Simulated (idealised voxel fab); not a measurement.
The process module that follows is named voxel self aligned contacts.
Cross-section cut: width 190 nm, square cells of 5 nm.
Cross-section layout: square cells on a grid; listed as bands, top to bottom; a band spans one or more cell rows.
For a band, the entry starts with two heights in nm, that of the top and then that of the bottom, and carries on with the band's materials in order from left to right, each alongside its width in nm; the word "throughout" beside a single material means it fills the band edge to edge, and "air" means empty space.
Ref level 0: as-received wafer is one material below here. Bottom band extends down with no lower bound ("0 down").
Think of "30..40" as a width that walks from the first number to the second as you go down the band, top row to bottom row, taking equal-sized steps from row to row.
"identical to before" for a step: no cell of the cross-section changed in that step.
Listed in "Non-vented voids": every empty space of 8 or more cells without an open way to the top. Form: width x height at distance, the distance being from the left edge, all in nm.
That trailing text on a step's line, after the settings, is the simulator's own remark on the step.
overlay nm: how far to the right of its planned place the mask lay on this masked step (negative: to the left).
-- Steps in the process plan
1. RECEIVE, material Si
2. OXIDIZE, depth nm 5
3. DIRECTIONAL_DEP, material polySi, thk nm 25
4. DIRECTIONAL_DEP, material SiN, thk nm 25
5. PATTERN, tone cover, mask id GATE, material resist, width nm 25, pitch nm 60, thk nm 20, overlay nm 0
6. DIRECTIONAL_ETCH, etch materials SiN, depth nm 25
7. DIRECTIONAL_ETCH, etch materials polySi, depth nm 25
8. STRIP, etch materials resist
9. CONFORMAL_DEP, material SiN, thk nm 10
10. DIRECTIONAL_ETCH, etch materials SiN, depth nm 10
11. FILL_DEP, material SiO2, thk nm 20
12. CMP, height nm 60
13. DIRECTIONAL_DEP, material aC, thk nm 10
14. PATTERN, tone open, mask id CONTACT, material resist, width nm 45, thk nm 25, overlay nm 0
15. DIRECTIONAL_ETCH, etch materials aC, depth nm 10
16. STRIP, etch materials resist
17. DIRECTIONAL_ETCH, etch materials SiO2, depth nm 65
18. STRIP, etch materials aC
19. CONFORMAL_DEP, material TiN, thk nm 5
20. FILL_DEP, material Ru, thk nm 10
21. CMP, height nm 60
22. CONFORMAL_DEP, material SiCN, thk nm 5
-- Cross-section of the incoming wafer, state after step 1
> 0 down  Si throughout
> Non-vented voids: none
-- Module complete - cross-section of the first of two wafers, run according to plan
> 65 to 60  SiCN throughout
> 60 to 50  70 nm SiO2, then 5..20 nm TiN, then 35..5 nm Ru, then 5..20 nm TiN, then 75 nm SiO2
> 50 to 25  40 nm SiO2, then 45 nm SiN, then 5 nm TiN, then 5 nm Ru, then 5 nm TiN, then 45 nm SiN, then 45 nm SiO2
> 25 to 0  40 nm SiO2, then 10 nm SiN, then 25 nm polySi, then 10 nm SiN, then 5 nm TiN, then 5 nm Ru, then 5 nm TiN, then 10 nm SiN, then 25 nm polySi, then 10 nm SiN, then 45 nm SiO2
> 0 to -5  85 nm SiO2, then 15 nm TiN, then 90 nm SiO2
> -5 down  Si throughout
> Non-vented voids: none
-- Second wafer cross-section at end of module - shared start and plan with the first, one mistake in the run
> 80 to 75  SiCN throughout
> 75 to 65  Ru throughout
> 65 to 60  75 nm TiN, then 35 nm Ru, then 80 nm TiN
> 60 to 50  70 nm SiO2, then 5..20 nm TiN, then 35..5 nm Ru, then 5..20 nm TiN, then 75 nm SiO2
> 50 to 25  40 nm SiO2, then 45 nm SiN, then 5 nm TiN, then 5 nm Ru, then 5 nm TiN, then 45 nm SiN, then 45 nm SiO2
> 25 to 0  40 nm SiO2, then 10 nm SiN, then 25 nm polySi, then 10 nm SiN, then 5 nm TiN, then 5 nm Ru, then 5 nm TiN, then 10 nm SiN, then 25 nm polySi, then 10 nm SiN, then 45 nm SiO2
> 0 to -5  85 nm SiO2, then 15 nm TiN, then 90 nm SiO2
> -5 down  Si throughout
> Non-vented voids: none
Heads up, the wafer didn't run the way we planned it: step 21 of the plan did not run at all; it was left out
Cell-count delta at end, second wafer over first, by material: +83 Ru | +31 TiN
